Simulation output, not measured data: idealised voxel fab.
process module | voxel gate over fins
cross-section cut | 210 nm wide | cells 5 nm
A cross-section is a grid of square cells, given in bands from the top down. A band is one or more rows of cells.
Each band's line starts with the height of the band's top and of its bottom, in nm. Then come its materials from left to right, each with its width in nm. One material with "throughout" fills the band from edge to edge. "air" is empty space.
Height 0 is the level under which the wafer as received is all one material. The lowest band goes on downwards, as in "0 down".
A width such as "30 to 40" changes by the same amount from each row of cells to the next, from the band's top row to its bottom row.
"no change" after a step means that no cell of the cross-section changed.
closed voids: empty space of 8 cells or more with no open way to the top, each as width x height at its distance from the left edge, in nm
after a step's settings: what the simulator itself notes on the step
overlay nm, on a step with a mask: how far to the right of its planned place the mask lay; to the left if negative
plan
1 op RECEIVE | material Si
2 op CONFORMAL_DEP | material SiN | thk nm 5
3 op DIRECTIONAL_DEP | material aC | thk nm 10
4 op PATTERN | tone cover | mask id FINS | material resist | width nm 15 | pitch nm 60 | thk nm 25 | overlay nm 0
5 op DIRECTIONAL_ETCH | etch materials aC | depth nm 10
6 op STRIP | etch materials resist
7 op DIRECTIONAL_ETCH | etch materials SiN | depth nm 5
8 op DIRECTIONAL_ETCH | etch materials Si | depth nm 35
9 op STRIP | etch materials aC
10 op FILL_DEP | material SiO2 | thk nm 5
11 op CMP | height nm 5
12 op DIRECTIONAL_DEP | material aC | thk nm 10
13 op PATTERN | tone open | mask id RAIL | material resist | width nm 15 | thk nm 25 | overlay nm 0
14 op DIRECTIONAL_ETCH | etch materials aC | depth nm 10
15 op STRIP | etch materials resist
16 op DIRECTIONAL_ETCH | etch materials SiO2 | depth nm 35
17 op STRIP | etch materials aC
18 op CONFORMAL_DEP | material TiN | thk nm 5
19 op FILL_DEP | material Ru | thk nm 5
20 op CMP | height nm 5
21 op SELECTIVE_ETCH | etch materials W Ru TiN | depth nm 20
22 op FILL_DEP | material SiO2 | thk nm 5
23 op CMP | height nm 5
24 op SELECTIVE_ETCH | etch materials SiO2 | depth nm 15
25 op STRIP | etch materials SiN
26 op CONFORMAL_DEP | material HfO2 | thk nm 5
27 op CONFORMAL_DEP | material TiN | thk nm 5
28 op FILL_DEP | material W | thk nm 10
29 op CMP | height nm 15
30 op CONFORMAL_DEP | material SiN | thk nm 10
as received, after step 1
  0 down: Si throughout
  closed voids: none
a wafer at the end: this start, this plan, one mistake
  25 to 15: SiN throughout
  15 to 10: W throughout
  10 to 5: W 55 | TiN 35 | W 25 | TiN 35 | W 60
  5 to 0: W 55 | TiN 5 | HfO2 25 | TiN 5 | W 25 | TiN 5 | HfO2 25 | TiN 5 | W 60
  0 to -5: TiN 60 | HfO2 5 | Si 15 | HfO2 5 | TiN 35 | HfO2 5 | Si 15 | HfO2 5 | TiN 65
  -5 to -10: HfO2 65 | Si 15 | HfO2 45 | Si 15 | HfO2 70
  -10 to -15: SiO2 65 | Si 15 | SiO2 45 | Si 15 | SiO2 70
  -15 to -25: SiO2 65 | Si 15 | SiO2 20 | Ru 5 | SiO2 20 | Si 15 | SiO2 70
  -25 to -35: SiO2 65 | Si 15 | SiO2 45 | Si 15 | SiO2 70
  -35 down: Si throughout
  closed voids: none
what went wrong: step 18 ran as: op CONFORMAL_DEP | material SiO2 | thk nm 5
